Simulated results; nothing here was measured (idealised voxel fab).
The following is a process module called voxel air gaps.
Square cells of 5 nm make up the cross-section cut, whose width is 185 nm.
Bands, listed from the top down, are how a cross-section gets written in this document; the cross-section itself is a grid of square cells, and a band is one or more rows of them. The band entry comprises the height of the band's top followed by the height of its bottom, expressed in nm, and subsequently the band's materials from left to right, each stated together with its width in nm. Where a single material is marked with the word "everywhere", that material fills the band from edge to edge. The word "air" represents empty space. The reference from which all heights are counted is 0, the level beneath which the as-received wafer is entirely one material; the lowest band, having no lower bound, proceeds downward and is written after the example "0 -> down". Width "30..40": first value at the band's top row of cells, second value at its bottom row, equal change from row to row. "identical to before" after a step means that no cell of the cross-section changed. The list in "Closed-off voids" covers empty spaces of 8 cells or more that cannot reach the top through any open way, and it gives each as width x height at distance; the distance is from the left edge, and width, height and distance are in nm. On each step's line, the part that comes after the settings is the simulator's own comment on the step. "overlay nm" denotes, for a step that has a mask, the displacement of the mask to the right of its planned place, with negative values corresponding to the left.

# Set out below are the planned steps of the process
step 1: RECEIVE with material Si
step 2: CONFORMAL_DEP with material SiO2, thk nm 10
step 3: CONFORMAL_DEP with material SiN, thk nm 5
step 4: DIRECTIONAL_DEP with material lowk, thk nm 30
step 5: PATTERN with tone open, mask id LINES, material resist, width nm 20, pitch nm 45, thk nm 15, overlay nm -15
step 6: DIRECTIONAL_ETCH with etch materials lowk, depth nm 30
step 7: STRIP with etch materials resist
step 8: CONFORMAL_DEP with material TiN, thk nm 5
step 9: FILL_DEP with material W, thk nm 10
step 10: CMP with height nm 45
step 11: EPI with material Ru, thk nm 10
step 12: SELECTIVE_ETCH with etch materials lowk, depth nm 40
step 13: CONFORMAL_DEP with material SiN, thk nm 5
Variable across wafers: step 5 overlay nm (plan value is that of the first wafer; starting state common to all).

# Cross-sectional view of the first of several wafers in the as-received condition, corresponding to the state following step 1
0 -> down = Si everywhere
Closed-off voids: none

# Wafer cross-section (first of several) - module end, post step 13 (last step)
60 -> 55 = air=5 / SiN=140 / air=40
55 -> 45 = air=5 / SiN=5 / Ru=40 / SiN=5 / Ru=40 / SiN=5 / Ru=40 / SiN=5 / air=40
45 -> 40 = air=5 / SiN=15 / TiN=5 / W=10 / TiN=5 / SiN=25 / TiN=5 / W=10 / TiN=5 / SiN=25 / TiN=5 / W=10 / TiN=5 / SiN=15 / air=40
40 -> 20 = air=15 / SiN=5 / TiN=5 / W=10 / TiN=5 / SiN=5 / air=15 / SiN=5 / TiN=5 / W=10 / TiN=5 / SiN=5 / air=15 / SiN=5 / TiN=5 / W=10 / TiN=5 / SiN=5 / air=50
20 -> 15 = SiN=20 / TiN=20 / SiN=25 / TiN=20 / SiN=25 / TiN=20 / SiN=55
15 -> 10 = SiN everywhere
10 -> 0 = SiO2 everywhere
0 -> down = Si everywhere
Closed-off voids: 15 x 20 at 45; 15 x 20 at 90

# Final wafer of several, shown in cross-section at the end of the module
60 -> 55 = air=35 / SiN=140 / air=10
55 -> 45 = air=35 / SiN=5 / Ru=40 / SiN=5 / Ru=40 / SiN=5 / Ru=40 / SiN=5 / air=10
45 -> 40 = air=35 / SiN=15 / TiN=5 / W=10 / TiN=5 / SiN=25 / TiN=5 / W=10 / TiN=5 / SiN=25 / TiN=5 / W=10 / TiN=5 / SiN=15 / air=10
40 -> 20 = air=45 / SiN=5 / TiN=5 / W=10 / TiN=5 / SiN=5 / air=15 / SiN=5 / TiN=5 / W=10 / TiN=5 / SiN=5 / air=15 / SiN=5 / TiN=5 / W=10 / TiN=5 / SiN=5 / air=20
20 -> 15 = SiN=50 / TiN=20 / SiN=25 / TiN=20 / SiN=25 / TiN=20 / SiN=25
15 -> 10 = SiN everywhere
10 -> 0 = SiO2 everywhere
0 -> down = Si everywhere
Closed-off voids: 15 x 20 at 75; 15 x 20 at 120

# Rows = wafers. At module end, each row lists per material the cells gained (+) or lost (-) since the wafer was received, then the closed voids
overlay nm -15, +48 Ru, +138 SiN, +74 SiO2, +42 TiN, +30 W, Closed-off voids: 15 x 20 at 45; 15 x 20 at 90
overlay nm -10, +48 Ru, +138 SiN, +74 SiO2, +42 TiN, +30 W, Closed-off voids: 15 x 20 at 50; 15 x 20 at 95
overlay nm -5, +48 Ru, +138 SiN, +74 SiO2, +42 TiN, +30 W, Closed-off voids: 15 x 20 at 55; 15 x 20 at 100
overlay nm 0, +48 Ru, +138 SiN, +74 SiO2, +42 TiN, +30 W, Closed-off voids: 15 x 20 at 60; 15 x 20 at 105
overlay nm 5, +48 Ru, +138 SiN, +74 SiO2, +42 TiN, +30 W, Closed-off voids: 15 x 20 at 65; 15 x 20 at 110
overlay nm 10, +48 Ru, +138 SiN, +74 SiO2, +42 TiN, +30 W, Closed-off voids: 15 x 20 at 70; 15 x 20 at 115
overlay nm 15, +48 Ru, +138 SiN, +74 SiO2, +42 TiN, +30 W, Closed-off voids: 15 x 20 at 75; 15 x 20 at 120
